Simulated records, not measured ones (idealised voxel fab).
process module | voxel wiring stack
cross-section cut | 180 nm wide | cells 5 nm
A cross-section is a grid of square cells, given in bands from the top down. A band is one or more rows of cells.
Each band's line starts with the height of the band's top and of its bottom, in nm. Then come its materials from left to right, each with its width in nm. One material with "throughout" fills the band from edge to edge. "air" is empty space.
Height 0 is the level under which the wafer as received is all one material. The lowest band goes on downwards, as in "0 down".
A width such as "30 to 40" changes by the same amount from each row of cells to the next, from the band's top row to its bottom row.
"no change" after a step means that no cell of the cross-section changed.
closed voids: empty space of 8 cells or more with no open way to the top, each as width x height at its distance from the left edge, in nm
after a step's settings: what the simulator itself notes on the step
overlay nm, on a step with a mask: how far to the right of its planned place the mask lay; to the left if negative
Each pair below shows a cross-section before one step and the cross-section after it, down to the lowest band that changed. The line under each pair gives the step between them, with its settings. The pairs can come from different runs of this module on the same starting wafer, so a pair continues from the pair above only where its "before" says so.
before
  160 to 145: lowk 45 | air 30 | lowk 25 | air 30 | lowk 50
  145 to 135: lowk 45 | air 15 | lowk 40 | air 15 | lowk 65
  135 to 130: SiCN throughout
  130 to 110: SiO2 40 | SiCN 5 | Ru 30 | SiCN 5 | SiO2 15 | SiCN 5 | Ru 30 | SiCN 5 | SiO2 45
  110 to 105: SiCN 45 | Ru 30 | SiCN 25 | Ru 30 | SiCN 50
  105 to 100: Ru throughout
  100 to 85: SiO2 45 | TiN 5 | Ru 5 | TiN 5 | SiO2 40 | TiN 5 | Ru 5 | TiN 5 | SiO2 65
  85 to 80: SiCN 45 | TiN 15 | SiCN 40 | TiN 15 | SiCN 65
  80 to 65: SiO2 45 | TiN 5 | W 20 | TiN 5 | SiO2 25 | TiN 5 | W 20 | TiN 5 | SiO2 50
  65 to 60: SiCN 45 | TiN 30 | SiCN 25 | TiN 30 | SiCN 50
  60 to 45: lowk 45 | Ru 15 | lowk 120
  45 to 40: SiCN 45 | Ru 15 | SiCN 120
  40 to 15: SiO2 45 | TiN 5 | Cu 20 | TiN 5 | SiO2 25 | TiN 5 | Cu 20 | TiN 5 | SiO2 50
  15 to 10: SiN 45 | TiN 30 | SiN 25 | TiN 30 | SiN 50
  10 to 0: SiO2 throughout
  0 down: Si throughout
  closed voids: none
after
  160 to 145: lowk 45 | air 30 | lowk 25 | air 30 | lowk 50
  145 to 135: lowk 45 | air 15 | lowk 40 | air 15 | lowk 65
  135 to 130: SiCN 45 | air 15 | SiCN 40 | air 15 | SiCN 65
  below 130: unchanged
  closed voids: none
the step between: op MASKED_ETCH | tone open | mask id METAL_4 | width nm 30 | pitch nm 55 | etch materials SiCN | depth nm 5 | overlay nm 0
before: the cross-section after the pair above
after
  165 to 160: TiN 50 | air 20 | TiN 35 | air 20 | TiN 55
  160 to 150: lowk 45 | TiN 5 | air 20 | TiN 5 | lowk 25 | TiN 5 | air 20 | TiN 5 | lowk 50
  150 to 145: lowk 45 | TiN 5 | air 5 | TiN 20 | lowk 25 | TiN 5 | air 5 | TiN 20 | lowk 50
  145 to 135: lowk 45 | TiN 5 | air 5 | TiN 5 | lowk 40 | TiN 5 | air 5 | TiN 5 | lowk 65
  135 to 130: SiCN 45 | TiN 15 | SiCN 40 | TiN 15 | SiCN 65
  below 130: unchanged
  closed voids: none
the step between: op CONFORMAL_DEP | material TiN | thk nm 5
before: the cross-section after the pair above
after
  175 to 165: Cu throughout
  165 to 160: TiN 50 | Cu 20 | TiN 35 | Cu 20 | TiN 55
  160 to 150: lowk 45 | TiN 5 | Cu 20 | TiN 5 | lowk 25 | TiN 5 | Cu 20 | TiN 5 | lowk 50
  150 to 145: lowk 45 | TiN 5 | Cu 5 | TiN 20 | lowk 25 | TiN 5 | Cu 5 | TiN 20 | lowk 50
  145 to 135: lowk 45 | TiN 5 | Cu 5 | TiN 5 | lowk 40 | TiN 5 | Cu 5 | TiN 5 | lowk 65
  below 135: unchanged
  closed voids: none
the step between: op FILL_DEP | material Cu | thk nm 10
before: the cross-section after the pair above
after
  160 to 150: lowk 45 | TiN 5 | Cu 20 | TiN 5 | lowk 25 | TiN 5 | Cu 20 | TiN 5 | lowk 50
  below 150: unchanged
  closed voids: none
the step between: op CMP | height nm 160
before: the cross-section after the pair above
after
  165 to 160: SiCN throughout
  below 160: unchanged
  closed voids: none
the step between: op CONFORMAL_DEP | material SiCN | thk nm 5
before
  115 to 100: aC throughout
  100 to 85: SiO2 throughout
  85 to 80: SiCN throughout
  80 to 65: SiO2 45 | TiN 5 | W 20 | TiN 5 | SiO2 25 | TiN 5 | W 20 | TiN 5 | SiO2 50
  65 to 60: SiCN 45 | TiN 30 | SiCN 25 | TiN 30 | SiCN 50
  60 to 45: lowk 45 | Ru 15 | lowk 120
  45 to 40: SiCN 45 | Ru 15 | SiCN 120
  40 to 15: SiO2 45 | TiN 5 | Cu 20 | TiN 5 | SiO2 25 | TiN 5 | Cu 20 | TiN 5 | SiO2 50
  15 to 10: SiN 45 | TiN 30 | SiN 25 | TiN 30 | SiN 50
  10 to 0: SiO2 throughout
  0 down: Si throughout
  closed voids: none
after
  145 to 115: air 45 | resist 15 | air 40 | resist 15 | air 65
  below 115: unchanged
  closed voids: none
the step between: op PATTERN | tone cover | mask id PLUG_2 | material resist | width nm 15 | pitch nm 55 | thk nm 30 | overlay nm 0
before: the cross-section after the pair above
after
  130 to 115: air 45 | resist 15 | air 40 | resist 15 | air 65
  115 to 100: air 45 | aC 15 | air 40 | aC 15 | air 65
  below 100: unchanged
  closed voids: none
the step between: op DIRECTIONAL_ETCH | etch materials aC | depth nm 15
before: the cross-section after the pair above
after
  115 to 100: air 45 | aC 15 | air 40 | aC 15 | air 65
  below 100: unchanged
  closed voids: none
the step between: op STRIP | etch materials resist
before: the cross-section after the pair above
after
  115 to 100: air 45 | aC 15 | air 40 | aC 15 | air 65
  100 to 85: air 45 | SiO2 15 | air 40 | SiO2 15 | air 65
  below 85: unchanged
  closed voids: none
the step between: op DIRECTIONAL_ETCH | etch materials SiO2 | depth nm 15
before: the cross-section after the pair above
after
  115 to 100: air 45 | aC 15 | air 40 | aC 15 | air 65
  100 to 85: air 45 | SiO2 15 | air 40 | SiO2 15 | air 65
  85 to 80: air 45 | SiCN 15 | air 40 | SiCN 15 | air 65
  below 80: unchanged
  closed voids: none
the step between: op DIRECTIONAL_ETCH | etch materials SiCN | depth nm 5
before: the cross-section after the pair above
after
  100 to 85: air 45 | SiO2 15 | air 40 | SiO2 15 | air 65
  below 85: unchanged
  closed voids: none
the step between: op STRIP | etch materials aC
before: the cross-section after the pair above
after
  105 to 100: air 40 | TiN 25 | air 30 | TiN 25 | air 60
  100 to 85: air 40 | TiN 5 | SiO2 15 | TiN 5 | air 30 | TiN 5 | SiO2 15 | TiN 5 | air 60
  85 to 80: TiN 45 | SiCN 15 | TiN 40 | SiCN 15 | TiN 65
  below 80: unchanged
  closed voids: none
the step between: op CONFORMAL_DEP | material TiN | thk nm 5
before: the cross-section after the pair above
after
  110 to 105: Ru throughout
  105 to 100: Ru 40 | TiN 25 | Ru 30 | TiN 25 | Ru 60
  100 to 85: Ru 40 | TiN 5 | SiO2 15 | TiN 5 | Ru 30 | TiN 5 | SiO2 15 | TiN 5 | Ru 60
  below 85: unchanged
  closed voids: none
the step between: op FILL_DEP | material Ru | thk nm 5
before: the cross-section after the pair above
after
  100 to 85: Ru 40 | TiN 5 | SiO2 15 | TiN 5 | Ru 30 | TiN 5 | SiO2 15 | TiN 5 | Ru 60
  below 85: unchanged
  closed voids: none
the step between: op CMP | height nm 100
before: the cross-section after the pair above
after
  105 to 100: TiN throughout
  below 100: unchanged
  closed voids: none
the step between: op DIRECTIONAL_DEP | material TiN | thk nm 5
before: the cross-section after the pair above
after
  130 to 105: Ru throughout
  below 105: unchanged
  closed voids: none
the step between: op DIRECTIONAL_DEP | material Ru | thk nm 25
before: the cross-section after the pair above
after
  130 to 105: air 45 | Ru 30 | air 25 | Ru 30 | air 50
  below 105: unchanged
  closed voids: none
the step between: op MASKED_ETCH | tone cover | mask id METAL_3 | width nm 30 | pitch nm 55 | etch materials Ru | depth nm 25 | overlay nm 0
before: the cross-section after the pair above
after
  130 to 105: air 45 | Ru 30 | air 25 | Ru 30 | air 50
  105 to 100: air 45 | TiN 30 | air 25 | TiN 30 | air 50
  below 100: unchanged
  closed voids: none
the step between: op MASKED_ETCH | tone cover | mask id METAL_3 | width nm 30 | pitch nm 55 | etch materials TiN | depth nm 5 | overlay nm 0
before: the cross-section after the pair above
after
  135 to 130: air 40 | SiCN 40 | air 15 | SiCN 40 | air 45
  130 to 105: air 40 | SiCN 5 | Ru 30 | SiCN 5 | air 15 | SiCN 5 | Ru 30 | SiCN 5 | air 45
  105 to 100: SiCN 45 | TiN 30 | SiCN 25 | TiN 30 | SiCN 50
  below 100: unchanged
  closed voids: none
the step between: op CONFORMAL_DEP | material SiCN | thk nm 5
before: the cross-section after the pair above
after
  140 to 135: SiO2 throughout
  135 to 130: SiO2 40 | SiCN 40 | SiO2 15 | SiCN 40 | SiO2 45
  130 to 105: SiO2 40 | SiCN 5 | Ru 30 | SiCN 5 | SiO2 15 | SiCN 5 | Ru 30 | SiCN 5 | SiO2 45
  below 105: unchanged
  closed voids: none
the step between: op FILL_DEP | material SiO2 | thk nm 5
before: the cross-section after the pair above
after
  130 to 105: SiO2 40 | SiCN 5 | Ru 30 | SiCN 5 | SiO2 15 | SiCN 5 | Ru 30 | SiCN 5 | SiO2 45
  below 105: unchanged
  closed voids: none
the step between: op CMP | height nm 130
before: the cross-section after the pair above
after
  135 to 130: SiCN throughout
  below 130: unchanged
  closed voids: none
the step between: op CONFORMAL_DEP | material SiCN | thk nm 5
before: the cross-section after the pair above
after
  160 to 135: lowk throughout
  below 135: unchanged
  closed voids: none
the step between: op DIRECTIONAL_DEP | material lowk | thk nm 25
before: the cross-section after the pair above
after
  175 to 160: resist 45 | air 15 | resist 40 | air 15 | resist 65
  below 160: unchanged
  closed voids: none
the step between: op PATTERN | tone open | mask id METAL_4_HOLES | material resist | width nm 15 | pitch nm 55 | thk nm 15 | overlay nm 0
before: the cross-section after the pair above
after
  175 to 160: resist 45 | air 15 | resist 40 | air 15 | resist 65
  160 to 135: lowk 45 | air 15 | lowk 40 | air 15 | lowk 65
  below 135: unchanged
  closed voids: none
the step between: op DIRECTIONAL_ETCH | etch materials lowk | depth nm 25
before: the cross-section after the pair above
after
  160 to 135: lowk 45 | air 15 | lowk 40 | air 15 | lowk 65
  below 135: unchanged
  closed voids: none
the step between: op STRIP | etch materials resist
before: the cross-section after the pair above
after
  160 to 145: lowk 45 | air 30 | lowk 25 | air 30 | lowk 50
  below 145: unchanged
  closed voids: none
the step between: op MASKED_ETCH | tone open | mask id METAL_4 | width nm 30 | pitch nm 55 | etch materials lowk | depth nm 15 | overlay nm 0
before: the cross-section after the pair above
after
  160 to 145: lowk 45 | air 30 | lowk 25 | air 30 | lowk 50
  145 to 135: lowk 45 | air 15 | lowk 40 | air 15 | lowk 65
  135 to 130: SiCN 45 | air 15 | SiCN 40 | air 15 | SiCN 65
  below 130: unchanged
  closed voids: none
the step between: op MASKED_ETCH | tone open | mask id METAL_4 | width nm 30 | pitch nm 55 | etch materials SiCN | depth nm 5 | overlay nm 0
before: the cross-section after the pair above
after
  165 to 160: TiN 50 | air 20 | TiN 35 | air 20 | TiN 55
  160 to 150: lowk 45 | TiN 5 | air 20 | TiN 5 | lowk 25 | TiN 5 | air 20 | TiN 5 | lowk 50
  150 to 145: lowk 45 | TiN 5 | air 5 | TiN 20 | lowk 25 | TiN 5 | air 5 | TiN 20 | lowk 50
  145 to 135: lowk 45 | TiN 5 | air 5 | TiN 5 | lowk 40 | TiN 5 | air 5 | TiN 5 | lowk 65
  135 to 130: SiCN 45 | TiN 15 | SiCN 40 | TiN 15 | SiCN 65
  below 130: unchanged
  closed voids: none
the step between: op CONFORMAL_DEP | material TiN | thk nm 5
before: the cross-section after the pair above
after
  175 to 165: Cu throughout
  165 to 160: TiN 50 | Cu 20 | TiN 35 | Cu 20 | TiN 55
  160 to 150: lowk 45 | TiN 5 | Cu 20 | TiN 5 | lowk 25 | TiN 5 | Cu 20 | TiN 5 | lowk 50
  150 to 145: lowk 45 | TiN 5 | Cu 5 | TiN 20 | lowk 25 | TiN 5 | Cu 5 | TiN 20 | lowk 50
  145 to 135: lowk 45 | TiN 5 | Cu 5 | TiN 5 | lowk 40 | TiN 5 | Cu 5 | TiN 5 | lowk 65
  below 135: unchanged
  closed voids: none
the step between: op FILL_DEP | material Cu | thk nm 10
before: the cross-section after the pair above
after
  160 to 150: lowk 45 | TiN 5 | Cu 20 | TiN 5 | lowk 25 | TiN 5 | Cu 20 | TiN 5 | lowk 50
  below 150: unchanged
  closed voids: none
the step between: op CMP | height nm 160
before: the cross-section after the pair above
after
  165 to 160: SiCN throughout
  below 160: unchanged
  closed voids: none
the step between: op CONFORMAL_DEP | material SiCN | thk nm 5
